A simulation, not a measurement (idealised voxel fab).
process module | voxel capacitor over wiring
The figure presents cross-section cut, which has a width of 180 nm and is divided into square cells with an edge length of 5 nm.
Cross-section, as written here: a square-cell grid given band by band from the top down, where a band holds one or more rows of cells. Basically the band line says how high the top is and how high the bottom is, in nm, and then what's in it from left to right, every material with its width in nm. Empty space shows up as "air", and if a single material carries "throughout" it runs the full band edge to edge. For the purposes of this specification, 0 denotes the height below which the wafer in its as-received condition is composed wholly of one material, and the lowermost band, lacking a lower limit, extends downward without end, as expressed in "0 and below". Note: "30 to 40" means the width goes from the first number (top row of the band) to the second number (bottom row) in equal steps per row of cells. The designation "no modifications", where it is given for a processing step, indicates that no cell of the cross-section was altered in the course of that step. The label "Voids lacking openings" introduces a list of the empty spaces, 8 cells or larger, that have no open way up to the top; each entry in it reads width x height at distance, where the distance is taken from the left edge and all three are stated in nm. On a step's line, text after the settings is the simulator commenting on that step. The optional step-line setting "overlay nm" applies to steps with a mask and quantifies how far to the right of its planned location the mask lay, a negative value indicating leftward placement.
THIS SECTION LISTS THE PROCESS STEPS THAT WERE PLANNED
1: op RECEIVE | material Si
2: op CONFORMAL_DEP | material SiO2 | thk nm 10
3: op DIRECTIONAL_DEP | material TiN | thk nm 5
4: op DIRECTIONAL_DEP | material W | thk nm 15
5: op PATTERN | tone cover | mask id METAL_1 | material resist | width nm 25 | pitch nm 75 | thk nm 15 | overlay nm 0
6: op DIRECTIONAL_ETCH | etch materials W | depth nm 15
7: op DIRECTIONAL_ETCH | etch materials TiN | depth nm 5
8: op STRIP | etch materials resist
9: op FILL_DEP | material lowk | thk nm 5
10: op CMP | height nm 30
11: op CONFORMAL_DEP | material SiCN | thk nm 5
12: op DIRECTIONAL_DEP | material lowk | thk nm 20
13: op PATTERN | tone open | mask id PLUG_1 | material resist | width nm 15 | thk nm 15 | overlay nm 0
14: op DIRECTIONAL_ETCH | etch materials lowk | depth nm 20
15: op DIRECTIONAL_ETCH | etch materials SiCN | depth nm 5
16: op STRIP | etch materials resist
17: op EPI | material Ru | thk nm 10
18: op EPI | material Ru | thk nm 10
19: op EPI | material Ru | thk nm 5
20: op DIRECTIONAL_DEP | material TiN | thk nm 10
21: op DIRECTIONAL_DEP | material Al2O3 | thk nm 5
22: op DIRECTIONAL_DEP | material TiN | thk nm 5
23: op DIRECTIONAL_DEP | material aC | thk nm 15
24: op PATTERN | tone cover | mask id UPPER_PLATE | material resist | width nm 55 | thk nm 35 | overlay nm 0
25: op DIRECTIONAL_ETCH | etch materials aC | depth nm 15
26: op STRIP | etch materials resist
27: op DIRECTIONAL_ETCH | etch materials TiN | depth nm 5
28: op DIRECTIONAL_ETCH | etch materials Al2O3 | depth nm 5
29: op STRIP | etch materials aC
30: op PATTERN | tone cover | mask id LOWER_PLATE | material resist | width nm 65 | thk nm 20 | overlay nm 0
31: op DIRECTIONAL_ETCH | etch materials TiN | depth nm 10
32: op STRIP | etch materials resist
33: op FILL_DEP | material SiO2 | thk nm 20
34: op CMP | height nm 90
35: op PATTERN | tone open | mask id PLUG_2 | material resist | width nm 15 | thk nm 20 | overlay nm 0
36: op DIRECTIONAL_ETCH | etch materials SiO2 | depth nm 15
37: op STRIP | etch materials resist
38: op CONFORMAL_DEP | material TiN | thk nm 5
39: op FILL_DEP | material W | thk nm 10
40: op CMP | height nm 90
41: op CONFORMAL_DEP | material SiN | thk nm 5
THE FIRST OF A SET OF TWO WAFERS, RUN TO PLAN
AS RECEIVED (POST STEP 1): CROSS-SECTION
    0 and below | Si throughout
    Voids lacking openings: none
CROSS-SECTIONAL REPRESENTATION OF THE WAFER AT THE CONCLUSION OF STEP 2
    10 down to 0 | SiO2 throughout
    Heights below 0 show no change.
CROSS-SECTIONAL REPRESENTATION OF THE WAFER AT THE CONCLUSION OF STEP 3
    15 down to 10 | TiN throughout
    Heights below 10 show no change.
CROSS-SECTIONAL REPRESENTATION OF THE WAFER AT THE CONCLUSION OF STEP 4
    30 down to 15 | W throughout
    Heights below 15 show no change.
CROSS-SECTIONAL REPRESENTATION OF THE WAFER AT THE CONCLUSION OF STEP 5
    45 down to 30 | air (40) / resist (25) / air (50) / resist (25) / air (40)
    Heights below 30 show no change.
CROSS-SECTIONAL REPRESENTATION OF THE WAFER AT THE CONCLUSION OF STEP 6
    45 down to 30 | air (40) / resist (25) / air (50) / resist (25) / air (40)
    30 down to 15 | air (40) / W (25) / air (50) / W (25) / air (40)
    Heights below 15 show no change.
CROSS-SECTIONAL REPRESENTATION OF THE WAFER AT THE CONCLUSION OF STEP 7
    45 down to 30 | air (40) / resist (25) / air (50) / resist (25) / air (40)
    30 down to 15 | air (40) / W (25) / air (50) / W (25) / air (40)
    15 down to 10 | air (40) / TiN (25) / air (50) / TiN (25) / air (40)
    Heights below 10 show no change.
CROSS-SECTIONAL REPRESENTATION OF THE WAFER AT THE CONCLUSION OF STEP 8
    30 down to 15 | air (40) / W (25) / air (50) / W (25) / air (40)
    Heights below 15 show no change.
CROSS-SECTIONAL REPRESENTATION OF THE WAFER AT THE CONCLUSION OF STEP 9
    35 down to 30 | lowk throughout
    30 down to 15 | lowk (40) / W (25) / lowk (50) / W (25) / lowk (40)
    15 down to 10 | lowk (40) / TiN (25) / lowk (50) / TiN (25) / lowk (40)
    Heights below 10 show no change.
CROSS-SECTIONAL REPRESENTATION OF THE WAFER AT THE CONCLUSION OF STEP 10
    30 down to 15 | lowk (40) / W (25) / lowk (50) / W (25) / lowk (40)
    Heights below 15 show no change.
CROSS-SECTIONAL REPRESENTATION OF THE WAFER AT THE CONCLUSION OF STEP 11
    35 down to 30 | SiCN throughout
    Heights below 30 show no change.
CROSS-SECTIONAL REPRESENTATION OF THE WAFER AT THE CONCLUSION OF STEP 12
    55 down to 35 | lowk throughout
    Heights below 35 show no change.
CROSS-SECTIONAL REPRESENTATION OF THE WAFER AT THE CONCLUSION OF STEP 13
    70 down to 55 | resist (50) / air (15) / resist (115)
    Heights below 55 show no change.
CROSS-SECTIONAL REPRESENTATION OF THE WAFER AT THE CONCLUSION OF STEP 14
    70 down to 55 | resist (50) / air (15) / resist (115)
    55 down to 35 | lowk (50) / air (15) / lowk (115)
    Heights below 35 show no change.
CROSS-SECTIONAL REPRESENTATION OF THE WAFER AT THE CONCLUSION OF STEP 15
    70 down to 55 | resist (50) / air (15) / resist (115)
    55 down to 35 | lowk (50) / air (15) / lowk (115)
    35 down to 30 | SiCN (50) / air (15) / SiCN (115)
    Heights below 30 show no change.
CROSS-SECTIONAL REPRESENTATION OF THE WAFER AT THE CONCLUSION OF STEP 16
    55 down to 35 | lowk (50) / air (15) / lowk (115)
    Heights below 35 show no change.
CROSS-SECTIONAL REPRESENTATION OF THE WAFER AT THE CONCLUSION OF STEP 17
    55 down to 40 | lowk (50) / air (15) / lowk (115)
    40 down to 35 | lowk (50) / Ru (15) / lowk (115)
    35 down to 30 | SiCN (50) / Ru (15) / SiCN (115)
    Heights below 30 show no change.
CROSS-SECTIONAL REPRESENTATION OF THE WAFER AT THE CONCLUSION OF STEP 18
    55 down to 50 | lowk (50) / air (15) / lowk (115)
    50 down to 35 | lowk (50) / Ru (15) / lowk (115)
    Heights below 35 show no change.
CROSS-SECTIONAL REPRESENTATION OF THE WAFER AT THE CONCLUSION OF STEP 19
    55 down to 35 | lowk (50) / Ru (15) / lowk (115)
    Heights below 35 show no change.
CROSS-SECTIONAL REPRESENTATION OF THE WAFER AT THE CONCLUSION OF STEP 20
    65 down to 55 | TiN throughout
    Heights below 55 show no change.
CROSS-SECTIONAL REPRESENTATION OF THE WAFER AT THE CONCLUSION OF STEP 21
    70 down to 65 | Al2O3 throughout
    Heights below 65 show no change.
CROSS-SECTIONAL REPRESENTATION OF THE WAFER AT THE CONCLUSION OF STEP 22
    75 down to 70 | TiN throughout
    Heights below 70 show no change.
CROSS-SECTIONAL REPRESENTATION OF THE WAFER AT THE CONCLUSION OF STEP 23
    90 down to 75 | aC throughout
    Heights below 75 show no change.
CROSS-SECTIONAL REPRESENTATION OF THE WAFER AT THE CONCLUSION OF STEP 24
    125 down to 90 | air (50) / resist (55) / air (75)
    Heights below 90 show no change.
CROSS-SECTIONAL REPRESENTATION OF THE WAFER AT THE CONCLUSION OF STEP 25
    110 down to 90 | air (50) / resist (55) / air (75)
    90 down to 75 | air (50) / aC (55) / air (75)
    Heights below 75 show no change.
CROSS-SECTIONAL REPRESENTATION OF THE WAFER AT THE CONCLUSION OF STEP 26
    90 down to 75 | air (50) / aC (55) / air (75)
    Heights below 75 show no change.
CROSS-SECTIONAL REPRESENTATION OF THE WAFER AT THE CONCLUSION OF STEP 27
    90 down to 75 | air (50) / aC (55) / air (75)
    75 down to 70 | air (50) / TiN (55) / air (75)
    Heights below 70 show no change.
CROSS-SECTIONAL REPRESENTATION OF THE WAFER AT THE CONCLUSION OF STEP 28
    90 down to 75 | air (50) / aC (55) / air (75)
    75 down to 70 | air (50) / TiN (55) / air (75)
    70 down to 65 | air (50) / Al2O3 (55) / air (75)
    Heights below 65 show no change.
CROSS-SECTIONAL REPRESENTATION OF THE WAFER AT THE CONCLUSION OF STEP 29
    75 down to 70 | air (50) / TiN (55) / air (75)
    Heights below 70 show no change.
CROSS-SECTIONAL REPRESENTATION OF THE WAFER AT THE CONCLUSION OF STEP 30
    95 down to 75 | air (45) / resist (65) / air (70)
    75 down to 70 | air (45) / resist (5) / TiN (55) / resist (5) / air (70)
    70 down to 65 | air (45) / resist (5) / Al2O3 (55) / resist (5) / air (70)
    Heights below 65 show no change.
CROSS-SECTIONAL REPRESENTATION OF THE WAFER AT THE CONCLUSION OF STEP 31
    95 down to 75 | air (45) / resist (65) / air (70)
    75 down to 70 | air (45) / resist (5) / TiN (55) / resist (5) / air (70)
    70 down to 65 | air (45) / resist (5) / Al2O3 (55) / resist (5) / air (70)
    65 down to 55 | air (45) / TiN (65) / air (70)
    Heights below 55 show no change.
CROSS-SECTIONAL REPRESENTATION OF THE WAFER AT THE CONCLUSION OF STEP 32
    75 down to 70 | air (50) / TiN (55) / air (75)
    70 down to 65 | air (50) / Al2O3 (55) / air (75)
    Heights below 65 show no change.
CROSS-SECTIONAL REPRESENTATION OF THE WAFER AT THE CONCLUSION OF STEP 33
    95 down to 75 | SiO2 throughout
    75 down to 70 | SiO2 (50) / TiN (55) / SiO2 (75)
    70 down to 65 | SiO2 (50) / Al2O3 (55) / SiO2 (75)
    65 down to 55 | SiO2 (45) / TiN (65) / SiO2 (70)
    Heights below 55 show no change.
CROSS-SECTIONAL REPRESENTATION OF THE WAFER AT THE CONCLUSION OF STEP 34
    90 down to 75 | SiO2 throughout
    Heights below 75 show no change.
CROSS-SECTIONAL REPRESENTATION OF THE WAFER AT THE CONCLUSION OF STEP 35
    110 down to 90 | resist (60) / air (15) / resist (105)
    Heights below 90 show no change.
CROSS-SECTIONAL REPRESENTATION OF THE WAFER AT THE CONCLUSION OF STEP 36
    110 down to 90 | resist (60) / air (15) / resist (105)
    90 down to 75 | SiO2 (60) / air (15) / SiO2 (105)
    Heights below 75 show no change.
CROSS-SECTIONAL REPRESENTATION OF THE WAFER AT THE CONCLUSION OF STEP 37
    90 down to 75 | SiO2 (60) / air (15) / SiO2 (105)
    Heights below 75 show no change.
CROSS-SECTIONAL REPRESENTATION OF THE WAFER AT THE CONCLUSION OF STEP 38
    95 down to 90 | TiN (65) / air (5) / TiN (110)
    90 down to 80 | SiO2 (60) / TiN (5) / air (5) / TiN (5) / SiO2 (105)
    80 down to 70 | SiO2 (60 to 50) / TiN (15 to 55) / SiO2 (105 to 75)
    Heights below 70 show no change.
CROSS-SECTIONAL REPRESENTATION OF THE WAFER AT THE CONCLUSION OF STEP 39
    105 down to 95 | W throughout
    95 down to 90 | TiN (65) / W (5) / TiN (110)
    90 down to 80 | SiO2 (60) / TiN (5) / W (5) / TiN (5) / SiO2 (105)
    Heights below 80 show no change.
CROSS-SECTIONAL REPRESENTATION OF THE WAFER AT THE CONCLUSION OF STEP 40
    90 down to 80 | SiO2 (60) / TiN (5) / W (5) / TiN (5) / SiO2 (105)
    Heights below 80 show no change.
CROSS-SECTIONAL REPRESENTATION OF THE WAFER AT THE CONCLUSION OF STEP 41
    95 down to 90 | SiN throughout
    Heights below 90 show no change.
SECOND OF TWO: SAME START, SAME PLAN, ONE RUN ERROR; STEPS UP TO AND INCLUDING 11 MATCH THE FIRST
CROSS-SECTION, SECOND WAFER, AT THE END TIME THE PLAN GIVES FOR STEP 12
    75 down to 35 | lowk throughout
    Heights below 35 show no change.
CROSS-SECTION, SECOND WAFER, AT THE END TIME THE PLAN GIVES FOR STEP 13
    90 down to 75 | resist (50) / air (15) / resist (115)
    Heights below 75 show no change.
CROSS-SECTION, SECOND WAFER, AT THE END TIME THE PLAN GIVES FOR STEP 14
    90 down to 75 | resist (50) / air (15) / resist (115)
    75 down to 55 | lowk (50) / air (15) / lowk (115)
    Heights below 55 show no change.
Cross-section, second wafer, at the end time the plan gives for step 15: no modifications
CROSS-SECTION, SECOND WAFER, AT THE END TIME THE PLAN GIVES FOR STEP 16
    75 down to 55 | lowk (50) / air (15) / lowk (115)
    Heights below 55 show no change.
Cross-section, second wafer, at the end time the plan gives for step 17: no modifications
Cross-section, second wafer, at the end time the plan gives for step 18: no modifications
Cross-section, second wafer, at the end time the plan gives for step 19: no modifications
CROSS-SECTION, SECOND WAFER, AT THE END TIME THE PLAN GIVES FOR STEP 20
    85 down to 75 | TiN (50) / air (15) / TiN (115)
    75 down to 65 | lowk (50) / air (15) / lowk (115)
    65 down to 55 | lowk (50) / TiN (15) / lowk (115)
    Heights below 55 show no change.
CROSS-SECTION, SECOND WAFER, AT THE END TIME THE PLAN GIVES FOR STEP 21
    90 down to 85 | Al2O3 (50) / air (15) / Al2O3 (115)
    85 down to 75 | TiN (50) / air (15) / TiN (115)
    75 down to 70 | lowk (50) / air (15) / lowk (115)
    70 down to 65 | lowk (50) / Al2O3 (15) / lowk (115)
    Heights below 65 show no change.
CROSS-SECTION, SECOND WAFER, AT THE END TIME THE PLAN GIVES FOR STEP 22
    95 down to 90 | TiN (50) / air (15) / TiN (115)
    90 down to 85 | Al2O3 (50) / air (15) / Al2O3 (115)
    85 down to 75 | TiN (50) / air (15) / TiN (115)
    75 down to 70 | lowk (50) / TiN (15) / lowk (115)
    Heights below 70 show no change.
CROSS-SECTION, SECOND WAFER, AT THE END TIME THE PLAN GIVES FOR STEP 23
    110 down to 95 | aC (50) / air (15) / aC (115)
    95 down to 90 | TiN (50) / air (15) / TiN (115)
    90 down to 85 | Al2O3 (50) / aC (15) / Al2O3 (115)
    85 down to 75 | TiN (50) / aC (15) / TiN (115)
    Heights below 75 show no change.
CROSS-SECTION, SECOND WAFER, AT THE END TIME THE PLAN GIVES FOR STEP 24
    145 down to 110 | air (50) / resist (55) / air (75)
    110 down to 95 | aC (50) / resist (15) / aC (115)
    95 down to 90 | TiN (50) / resist (15) / TiN (115)
    Heights below 90 show no change.
CROSS-SECTION, SECOND WAFER, AT THE END TIME THE PLAN GIVES FOR STEP 25
    130 down to 110 | air (50) / resist (55) / air (75)
    110 down to 95 | air (50) / resist (15) / aC (40) / air (75)
    Heights below 95 show no change.
CROSS-SECTION, SECOND WAFER, AT THE END TIME THE PLAN GIVES FOR STEP 26
    110 down to 95 | air (65) / aC (40) / air (75)
    95 down to 90 | TiN (50) / air (15) / TiN (115)
    Heights below 90 show no change.
CROSS-SECTION, SECOND WAFER, AT THE END TIME THE PLAN GIVES FOR STEP 27
    110 down to 95 | air (65) / aC (40) / air (75)
    95 down to 90 | air (65) / TiN (40) / air (75)
    Heights below 90 show no change.
CROSS-SECTION, SECOND WAFER, AT THE END TIME THE PLAN GIVES FOR STEP 28
    110 down to 95 | air (65) / aC (40) / air (75)
    95 down to 90 | air (65) / TiN (40) / air (75)
    90 down to 85 | air (50) / aC (15) / Al2O3 (40) / air (75)
    Heights below 85 show no change.
CROSS-SECTION, SECOND WAFER, AT THE END TIME THE PLAN GIVES FOR STEP 29
    95 down to 90 | air (65) / TiN (40) / air (75)
    90 down to 85 | air (65) / Al2O3 (40) / air (75)
    85 down to 75 | TiN (50) / air (15) / TiN (115)
    Heights below 75 show no change.
CROSS-SECTION, SECOND WAFER, AT THE END TIME THE PLAN GIVES FOR STEP 30
    115 down to 95 | air (45) / resist (65) / air (70)
    95 down to 90 | air (45) / resist (20) / TiN (40) / resist (5) / air (70)
    90 down to 85 | air (45) / resist (20) / Al2O3 (40) / resist (5) / air (70)
    85 down to 75 | TiN (50) / resist (15) / TiN (115)
    Heights below 75 show no change.
CROSS-SECTION, SECOND WAFER, AT THE END TIME THE PLAN GIVES FOR STEP 31
    115 down to 95 | air (45) / resist (65) / air (70)
    95 down to 90 | air (45) / resist (20) / TiN (40) / resist (5) / air (70)
    90 down to 85 | air (45) / resist (20) / Al2O3 (40) / resist (5) / air (70)
    85 down to 75 | air (45) / TiN (5) / resist (15) / TiN (45) / air (70)
    Heights below 75 show no change.
CROSS-SECTION, SECOND WAFER, AT THE END TIME THE PLAN GIVES FOR STEP 32
    95 down to 90 | air (65) / TiN (40) / air (75)
    90 down to 85 | air (65) / Al2O3 (40) / air (75)
    85 down to 75 | air (45) / TiN (5) / air (15) / TiN (45) / air (70)
    Heights below 75 show no change.
CROSS-SECTION, SECOND WAFER, AT THE END TIME THE PLAN GIVES FOR STEP 33
    115 down to 95 | SiO2 throughout
    95 down to 90 | SiO2 (65) / TiN (40) / SiO2 (75)
    90 down to 85 | SiO2 (65) / Al2O3 (40) / SiO2 (75)
    85 down to 75 | SiO2 (45) / TiN (5) / SiO2 (15) / TiN (45) / SiO2 (70)
    Heights below 75 show no change.
CROSS-SECTION, SECOND WAFER, AT THE END TIME THE PLAN GIVES FOR STEP 34
    90 down to 85 | SiO2 (65) / Al2O3 (40) / SiO2 (75)
    Heights below 85 show no change.
CROSS-SECTION, SECOND WAFER, AT THE END TIME THE PLAN GIVES FOR STEP 35
    110 down to 90 | resist (60) / air (15) / resist (105)
    Heights below 90 show no change.
CROSS-SECTION, SECOND WAFER, AT THE END TIME THE PLAN GIVES FOR STEP 36
    110 down to 90 | resist (60) / air (15) / resist (105)
    90 down to 85 | SiO2 (60) / air (5) / Al2O3 (40) / SiO2 (75)
    85 down to 75 | SiO2 (45) / TiN (5) / SiO2 (10) / air (5) / TiN (45) / SiO2 (70)
    Heights below 75 show no change.
CROSS-SECTION, SECOND WAFER, AT THE END TIME THE PLAN GIVES FOR STEP 37
    90 down to 85 | SiO2 (60) / air (5) / Al2O3 (40) / SiO2 (75)
    Heights below 85 show no change.
CROSS-SECTION, SECOND WAFER, AT THE END TIME THE PLAN GIVES FOR STEP 38
    95 down to 90 | TiN throughout
    90 down to 85 | SiO2 (60) / TiN (5) / Al2O3 (40) / SiO2 (75)
    85 down to 75 | SiO2 (45) / TiN (5) / SiO2 (10) / TiN (50) / SiO2 (70)
    Heights below 75 show no change.
CROSS-SECTION, SECOND WAFER, AT THE END TIME THE PLAN GIVES FOR STEP 39
    105 down to 95 | W throughout
    Heights below 95 show no change.
CROSS-SECTION, SECOND WAFER, AT THE END TIME THE PLAN GIVES FOR STEP 40
    90 down to 85 | SiO2 (60) / TiN (5) / Al2O3 (40) / SiO2 (75)
    Heights below 85 show no change.
CROSS-SECTION, SECOND WAFER, AT THE END TIME THE PLAN GIVES FOR STEP 41
    95 down to 90 | SiN throughout
    Heights below 90 show no change.
What went wrong in running the wafer? execution of plan step 12 occurred twice
Counted in cells at the end, the second wafer holds more or fewer of these materials than the first: Ru: 15 fewer; SiCN: 3 more; SiO2: 118 fewer; TiN: 12 fewer; W: 2 fewer; lowk: 144 more
